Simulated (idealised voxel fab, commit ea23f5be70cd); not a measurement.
Presented below is a process module, voxel capacitor over wiring.
Displayed cross-section: cut, width of 180 nm, square cells sized 5 nm.
How to read a cross-section here: the picture is a grid of square cells, written as bands going from the top down, and any band can span one or more rows of cells. Top height, bottom height, nm. Materials left to right, width each, nm. Single material + "full width" = fills band edge to edge. "empty" = empty. Heights are expressed relative to 0, this being the level below which the as-received wafer comprises one material exclusively. The lowest band is unbounded in the downward direction and is denoted as in "0 -> down". With a width like "30 to 40", each row of cells in the band differs from the next by the same amount, the top row carrying the first number and the bottom row the second. "nothing got changed", as given for a step, is the statement that not any cell of the cross-section underwent a change during that step. In the "Closed void roster" entry, you get each enclosed empty space of 8 cells or more, one with no open way to the top, written width x height at distance, distance from the left edge, in nm. after a step's settings: what the simulator itself notes on the step. Regarding "overlay nm": on a step with a mask, it is the distance the mask lay to the right of its planned place; a negative value places it to the left.
Steps in the process plan
1: RECEIVE,material Si
2: CONFORMAL_DEP,material SiO2,thk nm 15
3: CONFORMAL_DEP,material SiCN,thk nm 5
4: DIRECTIONAL_DEP,material SiO2,thk nm 25
5: MASKED_ETCH,tone open,mask id METAL_1,width nm 25,pitch nm 75,etch materials SiO2,depth nm 25,overlay nm 0
6: MASKED_ETCH,tone open,mask id METAL_1,width nm 25,pitch nm 75,etch materials SiCN,depth nm 5,overlay nm 0
7: CONFORMAL_DEP,material TiN,thk nm 5
8: FILL_DEP,material W,thk nm 10
9: CMP,height nm 45
10: CONFORMAL_DEP,material SiCN,thk nm 5
11: DIRECTIONAL_DEP,material SiO2,thk nm 20
12: MASKED_ETCH,tone open,mask id PLUG_1,width nm 15,etch materials SiO2,depth nm 20,overlay nm 0
13: MASKED_ETCH,tone open,mask id PLUG_1,width nm 15,etch materials SiCN,depth nm 5,overlay nm 0
14: EPI,material Ru,thk nm 10
15: EPI,material Ru,thk nm 10
16: EPI,material Ru,thk nm 5
17: DIRECTIONAL_DEP,material TiN,thk nm 10
18: DIRECTIONAL_DEP,material SiN,thk nm 5
19: DIRECTIONAL_DEP,material TiN,thk nm 10
20: MASKED_ETCH,tone cover,mask id UPPER_PLATE,width nm 55,etch materials TiN,depth nm 10,overlay nm 0
21: MASKED_ETCH,tone cover,mask id UPPER_PLATE,width nm 55,etch materials SiN,depth nm 5,overlay nm 0
22: PATTERN,tone cover,mask id LOWER_PLATE,material resist,width nm 65,thk nm 20,overlay nm 0
23: DIRECTIONAL_ETCH,etch materials TiN,depth nm 10
24: STRIP,etch materials resist
25: FILL_DEP,material SiO2,thk nm 15
26: CMP,height nm 105
27: MASKED_ETCH,tone open,mask id PLUG_2,width nm 15,etch materials SiO2,depth nm 10,overlay nm 0
28: CONFORMAL_DEP,material TiN,thk nm 5
29: FILL_DEP,material Cu,thk nm 10
30: CMP,height nm 105
31: CONFORMAL_DEP,material SiN,thk nm 5
First of two wafers: run as planned
Cross-section of the wafer upon arrival, representing the state reached after step 1
* 0 -> down: Si full width
* Closed void roster: none
Wafer section view after processing step 2
* 15 -> 0: SiO2 full width
* Below a height of 0, the structure has not been altered.
Wafer section view after processing step 3
* 20 -> 15: SiCN full width
* Below a height of 15, the structure has not been altered.
Wafer section view after processing step 4
* 45 -> 20: SiO2 full width
* Below a height of 20, the structure has not been altered.
Wafer section view after processing step 5
* 45 -> 20: 40 of SiO2  25 of empty  50 of SiO2  25 of empty  40 of SiO2
* Below a height of 20, the structure has not been altered.
Wafer section view after processing step 6
* 45 -> 20: 40 of SiO2  25 of empty  50 of SiO2  25 of empty  40 of SiO2
* 20 -> 15: 40 of SiCN  25 of empty  50 of SiCN  25 of empty  40 of SiCN
* Below a height of 15, the structure has not been altered.
Wafer section view after processing step 7
* 50 -> 45: 45 of TiN  15 of empty  60 of TiN  15 of empty  45 of TiN
* 45 -> 20: 40 of SiO2  5 of TiN  15 of empty  5 of TiN  50 of SiO2  5 of TiN  15 of empty  5 of TiN  40 of SiO2
* 20 -> 15: 40 of SiCN  25 of TiN  50 of SiCN  25 of TiN  40 of SiCN
* Below a height of 15, the structure has not been altered.
Wafer section view after processing step 8
* 60 -> 50: W full width
* 50 -> 45: 45 of TiN  15 of W  60 of TiN  15 of W  45 of TiN
* 45 -> 20: 40 of SiO2  5 of TiN  15 of W  5 of TiN  50 of SiO2  5 of TiN  15 of W  5 of TiN  40 of SiO2
* Below a height of 20, the structure has not been altered.
Wafer section view after processing step 9
* 45 -> 20: 40 of SiO2  5 of TiN  15 of W  5 of TiN  50 of SiO2  5 of TiN  15 of W  5 of TiN  40 of SiO2
* Below a height of 20, the structure has not been altered.
Wafer section view after processing step 10
* 50 -> 45: SiCN full width
* Below a height of 45, the structure has not been altered.
Wafer section view after processing step 11
* 70 -> 50: SiO2 full width
* Below a height of 50, the structure has not been altered.
Wafer section view after processing step 12
* 70 -> 50: 50 of SiO2  15 of empty  115 of SiO2
* Below a height of 50, the structure has not been altered.
Wafer section view after processing step 13
* 70 -> 50: 50 of SiO2  15 of empty  115 of SiO2
* 50 -> 45: 50 of SiCN  15 of empty  115 of SiCN
* Below a height of 45, the structure has not been altered.
Wafer section view after processing step 14
* 70 -> 55: 50 of SiO2  15 of empty  115 of SiO2
* 55 -> 50: 50 of SiO2  15 of Ru  115 of SiO2
* 50 -> 45: 50 of SiCN  15 of Ru  115 of SiCN
* Below a height of 45, the structure has not been altered.
Wafer section view after processing step 15
* 70 -> 65: 50 of SiO2  15 of empty  115 of SiO2
* 65 -> 50: 50 of SiO2  15 of Ru  115 of SiO2
* Below a height of 50, the structure has not been altered.
Wafer section view after processing step 16
* 70 -> 50: 50 of SiO2  15 of Ru  115 of SiO2
* Below a height of 50, the structure has not been altered.
Wafer section view after processing step 17
* 80 -> 70: TiN full width
* Below a height of 70, the structure has not been altered.
Wafer section view after processing step 18
* 85 -> 80: SiN full width
* Below a height of 80, the structure has not been altered.
Wafer section view after processing step 19
* 95 -> 85: TiN full width
* Below a height of 85, the structure has not been altered.
Wafer section view after processing step 20
* 95 -> 85: 50 of empty  55 of TiN  75 of empty
* Below a height of 85, the structure has not been altered.
Wafer section view after processing step 21
* 95 -> 85: 50 of empty  55 of TiN  75 of empty
* 85 -> 80: 50 of empty  55 of SiN  75 of empty
* Below a height of 80, the structure has not been altered.
Wafer section view after processing step 22
* 115 -> 95: 45 of empty  65 of resist  70 of empty
* 95 -> 85: 45 of empty  5 of resist  55 of TiN  5 of resist  70 of empty
* 85 -> 80: 45 of empty  5 of resist  55 of SiN  5 of resist  70 of empty
* Below a height of 80, the structure has not been altered.
Wafer section view after processing step 23
* 115 -> 95: 45 of empty  65 of resist  70 of empty
* 95 -> 85: 45 of empty  5 of resist  55 of TiN  5 of resist  70 of empty
* 85 -> 80: 45 of empty  5 of resist  55 of SiN  5 of resist  70 of empty
* 80 -> 70: 45 of empty  65 of TiN  70 of empty
* Below a height of 70, the structure has not been altered.
Wafer section view after processing step 24
* 95 -> 85: 50 of empty  55 of TiN  75 of empty
* 85 -> 80: 50 of empty  55 of SiN  75 of empty
* Below a height of 80, the structure has not been altered.
Wafer section view after processing step 25
* 110 -> 95: SiO2 full width
* 95 -> 85: 50 of SiO2  55 of TiN  75 of SiO2
* 85 -> 80: 50 of SiO2  55 of SiN  75 of SiO2
* 80 -> 70: 45 of SiO2  65 of TiN  70 of SiO2
* Below a height of 70, the structure has not been altered.
Wafer section view after processing step 26
* 105 -> 95: SiO2 full width
* Below a height of 95, the structure has not been altered.
Wafer section view after processing step 27
* 105 -> 95: 60 of SiO2  15 of empty  105 of SiO2
* Below a height of 95, the structure has not been altered.
Wafer section view after processing step 28
* 110 -> 105: 65 of TiN  5 of empty  110 of TiN
* 105 -> 100: 60 of SiO2  5 of TiN  5 of empty  5 of TiN  105 of SiO2
* 100 -> 95: 60 of SiO2  15 of TiN  105 of SiO2
* Below a height of 95, the structure has not been altered.
Wafer section view after processing step 29
* 120 -> 110: Cu full width
* 110 -> 105: 65 of TiN  5 of Cu  110 of TiN
* 105 -> 100: 60 of SiO2  5 of TiN  5 of Cu  5 of TiN  105 of SiO2
* Below a height of 100, the structure has not been altered.
Wafer section view after processing step 30
* 105 -> 100: 60 of SiO2  5 of TiN  5 of Cu  5 of TiN  105 of SiO2
* Below a height of 100, the structure has not been altered.
Wafer section view after processing step 31
* 110 -> 105: SiN full width
* Below a height of 105, the structure has not been altered.
Companion wafer, the second of two: same beginning, same intended sequence, one mistake in carrying it out; through step 19 inclusive it tracks the first exactly
Cross-section, second wafer, at the end time the plan gives for step 20
* 95 -> 85: 50 of empty  60 of TiN  70 of empty
* Below a height of 85, the structure has not been altered.
Cross-section, second wafer, at the end time the plan gives for step 21
* 95 -> 85: 50 of empty  60 of TiN  70 of empty
* 85 -> 80: 50 of empty  60 of SiN  70 of empty
* Below a height of 80, the structure has not been altered.
Cross-section, second wafer, at the end time the plan gives for step 22
* 115 -> 95: 45 of empty  65 of resist  70 of empty
* 95 -> 85: 45 of empty  5 of resist  60 of TiN  70 of empty
* 85 -> 80: 45 of empty  5 of resist  60 of SiN  70 of empty
* Below a height of 80, the structure has not been altered.
Cross-section, second wafer, at the end time the plan gives for step 23
* 115 -> 95: 45 of empty  65 of resist  70 of empty
* 95 -> 85: 45 of empty  5 of resist  60 of TiN  70 of empty
* 85 -> 80: 45 of empty  5 of resist  60 of SiN  70 of empty
* 80 -> 70: 45 of empty  65 of TiN  70 of empty
* Below a height of 70, the structure has not been altered.
Cross-section, second wafer, at the end time the plan gives for step 24
* 95 -> 85: 50 of empty  60 of TiN  70 of empty
* 85 -> 80: 50 of empty  60 of SiN  70 of empty
* Below a height of 80, the structure has not been altered.
Cross-section, second wafer, at the end time the plan gives for step 25
* 110 -> 95: SiO2 full width
* 95 -> 85: 50 of SiO2  60 of TiN  70 of SiO2
* 85 -> 80: 50 of SiO2  60 of SiN  70 of SiO2
* 80 -> 70: 45 of SiO2  65 of TiN  70 of SiO2
* Below a height of 70, the structure has not been altered.
Cross-section, second wafer, at the end time the plan gives for step 26
* 105 -> 95: SiO2 full width
* Below a height of 95, the structure has not been altered.
Cross-section, second wafer, at the end time the plan gives for step 27
* 105 -> 95: 60 of SiO2  15 of empty  105 of SiO2
* Below a height of 95, the structure has not been altered.
Cross-section, second wafer, at the end time the plan gives for step 28
* 110 -> 105: 65 of TiN  5 of empty  110 of TiN
* 105 -> 100: 60 of SiO2  5 of TiN  5 of empty  5 of TiN  105 of SiO2
* 100 -> 95: 60 of SiO2  15 of TiN  105 of SiO2
* Below a height of 95, the structure has not been altered.
Cross-section, second wafer, at the end time the plan gives for step 29
* 120 -> 110: Cu full width
* 110 -> 105: 65 of TiN  5 of Cu  110 of TiN
* 105 -> 100: 60 of SiO2  5 of TiN  5 of Cu  5 of TiN  105 of SiO2
* Below a height of 100, the structure has not been altered.
Cross-section, second wafer, at the end time the plan gives for step 30
* 105 -> 100: 60 of SiO2  5 of TiN  5 of Cu  5 of TiN  105 of SiO2
* Below a height of 100, the structure has not been altered.
Cross-section, second wafer, at the end time the plan gives for step 31
* 110 -> 105: SiN full width
* Below a height of 105, the structure has not been altered.
The plan and the run diverged here: step 20 deviated from plan and actually ran as MASKED_ETCH,tone cover,mask id UPPER_PLATE,width nm 60,etch materials TiN,depth nm 10,overlay nm 0
Upon completion, the second wafer contains, in terms of cells, a greater or smaller amount of certain materials than the first wafer: +1 SiN, -3 SiO2, +2 TiN
